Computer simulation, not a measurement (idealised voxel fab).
Herein follows the process module entitled voxel ribs on slabs.
Displayed cross-section: cut, width of 150 nm, square cells sized 5 nm.
How to read a cross-section here: the picture is a grid of square cells, written as bands going from the top down, and any band can span one or more rows of cells.
Heads up on the band format: heights come first, top then bottom, in nm. After that it's the materials left to right, each with its width in nm. A single material flagged "all across" fills the whole band edge to edge, and "blank" means there's empty space there.
Convention: height 0 is the level below which the wafer, as received, is all one material. The lowest band does not terminate at the bottom but continues downward, represented as "0 nm and below".
Top row gets the first number, bottom row gets the second, and each row in between changes by the same step: that is how a band width like "30 to 40" works.
Reading "no change occurred" for a step: not a cell of the cross-section changed in it.
Entrapped voids: empty space of 8 cells or more with no open way to the top, each as width x height at its distance from the left edge, in nm
It should be noted that, on the line of a given step, the content following the step's settings is a remark produced by the simulator itself with respect to that step.
overlay nm: for a step with a mask, the amount by which the mask lay right of where it was planned; a negative amount means left of it.

### The process steps that were planned are listed below
1. RECEIVE: material Si
2. DIRECTIONAL_DEP: material SiO2, thk nm 30
3. DIRECTIONAL_DEP: material SiN, thk nm 15
4. MASKED_ETCH: tone cover, mask id RIB, width nm 20, etch materials SiN, depth nm 5, overlay nm 0
5. PATTERN: tone cover, mask id SLAB, material resist, width nm 60, thk nm 20, overlay nm 0
6. DIRECTIONAL_ETCH: etch materials SiN, depth nm 10
7. STRIP: etch materials resist
8. FILL_DEP: material SiO2, thk nm 20
9. CMP: height nm 55
10. DIRECTIONAL_DEP: material TiN, thk nm 10
11. MASKED_ETCH: tone cover, mask id HEATER, width nm 40, etch materials TiN, depth nm 10, overlay nm 0
12. CONFORMAL_DEP: material SiO2, thk nm 5
Don't read the plan's width nm for step 4 as applying to every wafer: that's the first wafer's value, and the wafers differ in it, though they all start identical.

### Cross-sectional view of the first of several wafers in the as-received condition, corresponding to the state following step 1
> 0 nm and below | Si all across
> Entrapped voids: none

### The following table contains a row per wafer, in which are reported, at the conclusion of the module, the cells of each material gained (+) or lost (-) since the wafer's receipt, with its closed voids given thereafter
width nm 20; +28 SiN; +336 SiO2; +16 TiN; Entrapped voids: none
width nm 25; +29 SiN; +335 SiO2; +16 TiN; Entrapped voids: none
width nm 30; +30 SiN; +334 SiO2; +16 TiN; Entrapped voids: none
width nm 35; +31 SiN; +333 SiO2; +16 TiN; Entrapped voids: none
width nm 40; +32 SiN; +332 SiO2; +16 TiN; Entrapped voids: none
width nm 45; +33 SiN; +331 SiO2; +16 TiN; Entrapped voids: none
